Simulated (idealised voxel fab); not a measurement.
process module | voxel local oxidation
Cross-section cut spans 160 nm and uses square cells 5 nm in size.
Heads up, the way a cross-section reads in here is a grid of square cells, handed over as bands from the top down, with every band being one or more rows of cells.
Top, bottom (nm), then materials left to right with widths (nm); lone material tagged "everywhere" fills the whole band edge to edge; "air" = empty space.
A quick word on heights: they are counted from 0, and under that level the wafer as it came to us is one material throughout. The lowest band is different from the rest in having no bottom; it simply continues downward, written as in "from 0 down".
Width: "30..40" (first number = top row, second number = bottom row, same change from row to row of cells).
"remains unaltered" after a step means that no cell of the cross-section changed.
This entry, "Voids lacking openings", enumerates those empty regions of no fewer than 8 cells that possess no open connection to the top. Each region is reported in the form width x height at distance, the distance being taken from the left edge, with all three quantities expressed in nm.
The remark found on a step's line after its settings is issued by the simulator itself and pertains to that step.
Each step line may optionally specify "overlay nm", which for a step with a mask gives the rightward distance between the mask's planned place and where it lay, a negative value indicating the leftward direction.
Planned process steps
1,op RECEIVE | material Si
2,op CONFORMAL_DEP | material SiO2 | thk nm 5
3,op CONFORMAL_DEP | material SiN | thk nm 15
4,op PATTERN | tone cover | mask id ACTIVE | material resist | width nm 115 | thk nm 20 | overlay nm 0
5,op DIRECTIONAL_ETCH | etch materials SiN | depth nm 15
6,op STRIP | etch materials resist
7,op SELECTIVE_ETCH | etch materials SiO2 | depth nm 5
8,op OXIDIZE | depth nm 15
9,op STRIP | etch materials SiN
Keep in mind the plan's value for the depth nm of step 7 comes from the first wafer; the wafers don't share that setting, but they do share the same starting point.
First wafer of several, as received: cross-section after step 1
* from 0 down  Si everywhere
* Voids lacking openings: none
Module end state after final step 9: cross-section of the first of several wafers
* from 5 to 0  air 25 | SiO2 105 | air 30
* from 0 to -15  SiO2 40 | Si 75 | SiO2 45
* from -15 down  Si everywhere
* Voids lacking openings: none
So this is the cross-section on the last wafer at the end of the module
* from 5 to 0  air 40 | SiO2 75 | air 45
* from 0 to -15  SiO2 55 | Si 45 | SiO2 60
* from -15 down  Si everywhere
* Voids lacking openings: none
Tabulated below, wafer by wafer, are the end-of-module results: for each material, the number of cells gained (+) or lost (-) relative to the as-received state, followed by the closed voids
depth nm 5 | -51 Si | +72 SiO2 | Voids lacking openings: none
depth nm 10 | -57 Si | +76 SiO2 | Voids lacking openings: none
depth nm 15 | -63 Si | +80 SiO2 | Voids lacking openings: none
depth nm 20 | -69 Si | +84 SiO2 | Voids lacking openings: none
